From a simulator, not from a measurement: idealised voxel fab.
Title: Process Module voxel capacitor over wiring
Displayed cross-section: cut, width of 215 nm, square cells sized 5 nm.
Think of the cross-section as a grid of square cells. We describe it in bands, top to bottom, and each band covers one or more rows of those cells. The entry gives the band's vertical extent as a top height and a bottom height in nm, then its horizontal make-up as materials from left to right, each with a width in nm. "air" stands for empty space; a single material marked "edge to edge" fills the band edge to edge. Convention: height 0 is the level below which the wafer, as received, is all one material. The lowest band does not terminate at the bottom but continues downward, represented as "from 0 down". Quick explanation for "30->40": the width changes in equal steps down the rows of cells, from the first number in the band's top row to the second number in its bottom row. "everything unchanged" for a step: no cell of the cross-section changed in that step. Look at "Closed voids list" for the closed voids: empty spaces with no open path to the top, sized 8 cells or up. Each is width x height at distance, distance from the left edge, all nm. Whatever follows a step's settings on its line is a remark the simulator itself makes about that step. Among the settings permitted on a step's line is "overlay nm"; applied to a step with a mask, it specifies the extent to which the mask lay to the right of its planned position, whereas a negative figure signifies a position to the left.
[List of planned process steps]
| 1 | RECEIVE, material Si |
| 2 | CONFORMAL_DEP, material SiO2, thk nm 15 |
| 3 | CONFORMAL_DEP, material SiCN, thk nm 5 |
| 4 | DIRECTIONAL_DEP, material SiO2, thk nm 20 |
| 5 | DIRECTIONAL_DEP, material aC, thk nm 15 |
| 6 | PATTERN, tone open, mask id METAL_1, material resist, width nm 20, pitch nm 75, thk nm 30, overlay nm 0 |
| 7 | DIRECTIONAL_ETCH, etch materials aC, depth nm 15 |
| 8 | STRIP, etch materials resist |
| 9 | DIRECTIONAL_ETCH, etch materials SiO2, depth nm 20 |
| 10 | DIRECTIONAL_ETCH, etch materials SiCN, depth nm 5 |
| 11 | STRIP, etch materials aC |
| 12 | CONFORMAL_DEP, material TiN, thk nm 5 |
| 13 | FILL_DEP, material W, thk nm 10 |
| 14 | CMP, height nm 40 |
| 15 | EPI, material Ru, thk nm 5 |
| 16 | FILL_DEP, material SiCN, thk nm 5 |
| 17 | DIRECTIONAL_DEP, material SiO2, thk nm 10 |
| 18 | MASKED_ETCH, tone open, mask id PLUG_1, width nm 15, etch materials SiO2, depth nm 10, overlay nm 0 |
| 19 | MASKED_ETCH, tone open, mask id PLUG_1, width nm 15, etch materials SiCN, depth nm 5, overlay nm 0 |
| 20 | EPI, material Ru, thk nm 10 |
| 21 | EPI, material Ru, thk nm 5 |
| 22 | DIRECTIONAL_DEP, material TiN, thk nm 10 |
| 23 | DIRECTIONAL_DEP, material Al2O3, thk nm 5 |
| 24 | DIRECTIONAL_DEP, material TiN, thk nm 5 |
| 25 | MASKED_ETCH, tone cover, mask id UPPER_PLATE, width nm 60, etch materials TiN, depth nm 5, overlay nm 0 |
| 26 | MASKED_ETCH, tone cover, mask id UPPER_PLATE, width nm 60, etch materials Al2O3, depth nm 5, overlay nm 0 |
| 27 | PATTERN, tone cover, mask id LOWER_PLATE, material resist, width nm 70, thk nm 20, overlay nm 0 |
| 28 | DIRECTIONAL_ETCH, etch materials TiN, depth nm 10 |
| 29 | STRIP, etch materials resist |
| 30 | FILL_DEP, material SiO2, thk nm 20 |
| 31 | CMP, height nm 95 |
| 32 | MASKED_ETCH, tone open, mask id PLUG_2, width nm 15, etch materials SiO2, depth nm 15, overlay nm 0 |
| 33 | CONFORMAL_DEP, material TiN, thk nm 5 |
| 34 | FILL_DEP, material Ru, thk nm 5 |
| 35 | CMP, height nm 95 |
| 36 | CONFORMAL_DEP, material SiCN, thk nm 5 |
[This is the cross-section of the wafer as we received it, i.e. after step 1]
    from 0 down: Si edge to edge
    Closed voids list: none
[End-of-module cross-section. Starting structure and process plan as above; one mistake made in running it]
    from 100 to 95: SiCN edge to edge
    from 95 to 85: SiO2: 75, TiN: 5, Ru: 5, TiN: 5, SiO2: 125
    from 85 to 75: SiO2: 75->65, TiN: 15->60, SiO2: 125->90
    from 75 to 70: SiO2: 65, Al2O3: 60, SiO2: 90
    from 70 to 60: SiO2: 60, TiN: 70, SiO2: 85
    from 60 to 50: SiO2: 65, Ru: 15, SiO2: 135
    from 50 to 45: SiCN: 65, Ru: 15, SiCN: 135
    from 45 to 40: SiCN: 65, Ru: 30, SiCN: 45, Ru: 30, SiCN: 45
    from 40 to 20: SiO2: 70, TiN: 5, W: 10, TiN: 5, SiO2: 55, TiN: 5, W: 10, TiN: 5, SiO2: 50
    from 20 to 15: SiCN: 70, TiN: 20, SiCN: 55, TiN: 20, SiCN: 50
    from 15 to 0: SiO2 edge to edge
    from 0 down: Si edge to edge
    Closed voids list: none
what went wrong: step 6 deviated from plan and actually ran as PATTERN, tone open, mask id METAL_1, material resist, width nm 20, pitch nm 75, thk nm 30, overlay nm 10
